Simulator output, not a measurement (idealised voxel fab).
You're looking at the process module voxel transistor to metal.
Pictured: cross-section cut, 180 nm wide, on a grid of 5 nm square cells.
In this document a cross-section is written as a grid of square cells. It is given as a series of bands, listed from the top down, and a band is one or more rows of cells. Band entry format. Leading values: height of top, height of bottom, nm. Remainder: materials in left-to-right order, each with its width in nm. Special words: "throughout" on a single material, which then fills the band edge to edge; "empty", empty space. Height is counted from the level 0, under which the received wafer is composed throughout of one material. The lowest of the bands is not closed at the bottom but continues downward, in the notation "0 -> down". When a width is written as two numbers, as in "30 to 40", the first number is the width in the top row of cells of the band and the second is the width in its bottom row, and the width changes by the same amount from each row to the next. Where a step carries "nothing was modified", the cross-section came out of it unchanged, cell for cell. Any empty space of 8 cells or more lacking an open way to the top shows up in "Catalogued sealed voids" as width x height at distance, distance from the left edge, in nm. What comes after the settings on a step's line is commentary from the simulator itself on that step. If you see "overlay nm" on a step's line and that step has a mask, it's telling you how far right of where it was planned the mask ended up; a negative number means it went left instead.

**Steps in the process plan**
1,op RECEIVE | material Si
2,op OXIDIZE | depth nm 5
3,op CONFORMAL_DEP | material SiN | thk nm 15
4,op DIRECTIONAL_DEP | material aC | thk nm 10
5,op PATTERN | tone cover | mask id ACTIVE | material resist | width nm 100 | thk nm 25 | overlay nm 0
6,op DIRECTIONAL_ETCH | etch materials aC | depth nm 10
7,op STRIP | etch materials resist
8,op DIRECTIONAL_ETCH | etch materials SiN | depth nm 15
9,op DIRECTIONAL_ETCH | etch materials SiO2 | depth nm 5
10,op DIRECTIONAL_ETCH | etch materials Si | depth nm 30
11,op STRIP | etch materials aC
12,op FILL_DEP | material SiO2 | thk nm 5
13,op CMP | height nm 15
14,op SELECTIVE_ETCH | etch materials SiO2 | depth nm 15
15,op STRIP | etch materials SiN
16,op SELECTIVE_ETCH | etch materials SiO2 | depth nm 5
17,op OXIDIZE | depth nm 5
18,op DIRECTIONAL_DEP | material polySi | thk nm 30
19,op DIRECTIONAL_DEP | material SiCN | thk nm 15
20,op PATTERN | tone cover | mask id GATE | material resist | width nm 20 | thk nm 20 | overlay nm 0
21,op DIRECTIONAL_ETCH | etch materials SiCN | depth nm 25
22,op DIRECTIONAL_ETCH | etch materials polySi | depth nm 40
23,op STRIP | etch materials resist
24,op CONFORMAL_DEP | material SiO2 | thk nm 5
25,op DIRECTIONAL_ETCH | etch materials SiO2 | depth nm 5
26,op CONFORMAL_DEP | material SiN | thk nm 10
27,op DIRECTIONAL_ETCH | etch materials SiN | depth nm 10
28,op DIRECTIONAL_ETCH | etch materials SiO2 | depth nm 5
29,op EPI | material SiGe | thk nm 5
30,op FILL_DEP | material SiO2 | thk nm 10
31,op CMP | height nm 40
32,op DIRECTIONAL_DEP | material SiO2 | thk nm 15
33,op MASKED_ETCH | tone open | mask id CONTACT | width nm 30 | pitch nm 60 | etch materials SiO2 | depth nm 60 | overlay nm 0
34,op CONFORMAL_DEP | material TiN | thk nm 5
35,op FILL_DEP | material W | thk nm 10
36,op CMP | height nm 55
37,op CONFORMAL_DEP | material SiCN | thk nm 5
38,op DIRECTIONAL_DEP | material lowk | thk nm 20
39,op MASKED_ETCH | tone open | mask id METAL_1 | width nm 15 | pitch nm 75 | etch materials lowk | depth nm 20 | overlay nm 0
40,op MASKED_ETCH | tone open | mask id METAL_1 | width nm 15 | pitch nm 75 | etch materials SiCN | depth nm 5 | overlay nm 0
41,op CONFORMAL_DEP | material TiN | thk nm 5
42,op FILL_DEP | material Cu | thk nm 5
43,op CMP | height nm 80
44,op EPI | material Ru | thk nm 5
45,op FILL_DEP | material SiCN | thk nm 5
46,op DIRECTIONAL_DEP | material lowk | thk nm 30
47,op MASKED_ETCH | tone open | mask id METAL_2 | width nm 15 | pitch nm 75 | etch materials lowk | depth nm 15 | overlay nm 0
48,op PATTERN | tone open | mask id METAL_2_HOLES | material resist | width nm 15 | pitch nm 75 | thk nm 20 | overlay nm 0
49,op DIRECTIONAL_ETCH | etch materials lowk | depth nm 15
50,op DIRECTIONAL_ETCH | etch materials SiCN | depth nm 5
51,op STRIP | etch materials resist
52,op CONFORMAL_DEP | material TiN | thk nm 5
53,op FILL_DEP | material Cu | thk nm 10
54,op CMP | height nm 120
55,op CONFORMAL_DEP | material SiCN | thk nm 5

**as received, after step 1**
> 0 -> down = Si throughout
> Catalogued sealed voids: none

**The following cross-section depicts the wafer upon conclusion of the module. Processing commenced from the starting condition illustrated above and adhered to the plan illustrated above, save for one mistake in execution**
> 125 -> 120 = SiCN throughout
> 120 -> 90 = lowk=45, TiN=5, Cu=5, TiN=5, lowk=60, TiN=5, Cu=5, TiN=5, lowk=45
> 90 -> 85 = SiCN=45, TiN=15, SiCN=60, TiN=15, SiCN=45
> 85 -> 80 = SiCN=40, Ru=25, SiCN=50, Ru=25, SiCN=40
> 80 -> 60 = lowk=45, TiN=5, Cu=5, TiN=5, lowk=60, TiN=5, Cu=5, TiN=5, lowk=45
> 60 -> 55 = SiCN=45, TiN=15, SiCN=60, TiN=15, SiCN=45
> 55 -> 45 = SiO2=45, TiN=5, W=20, TiN=5, SiO2=30, TiN=5, W=20, TiN=5, SiO2=45
> 45 -> 40 = SiO2=45, TiN=5, W=10, TiN=15, SiO2=30, TiN=15, W=10, TiN=5, SiO2=45
> 40 -> 35 = SiO2=45, TiN=5, W=10, TiN=5, SiN=10, SiO2=5, SiCN=20, SiO2=5, SiN=10, TiN=5, W=10, TiN=5, SiO2=45
> 35 -> 30 = SiO2=45, TiN=20, SiN=10, SiO2=5, SiCN=20, SiO2=5, SiN=10, TiN=20, SiO2=45
> 30 -> 25 = SiCN throughout
> 25 -> -5 = polySi throughout
> -5 -> -10 = SiO2 throughout
> -10 -> -35 = SiO2=40, Si=100, SiO2=40
> -35 -> down = Si throughout
> Catalogued sealed voids: none
Which mistake was made when the wafer was run? the plan's step 19 ran twice
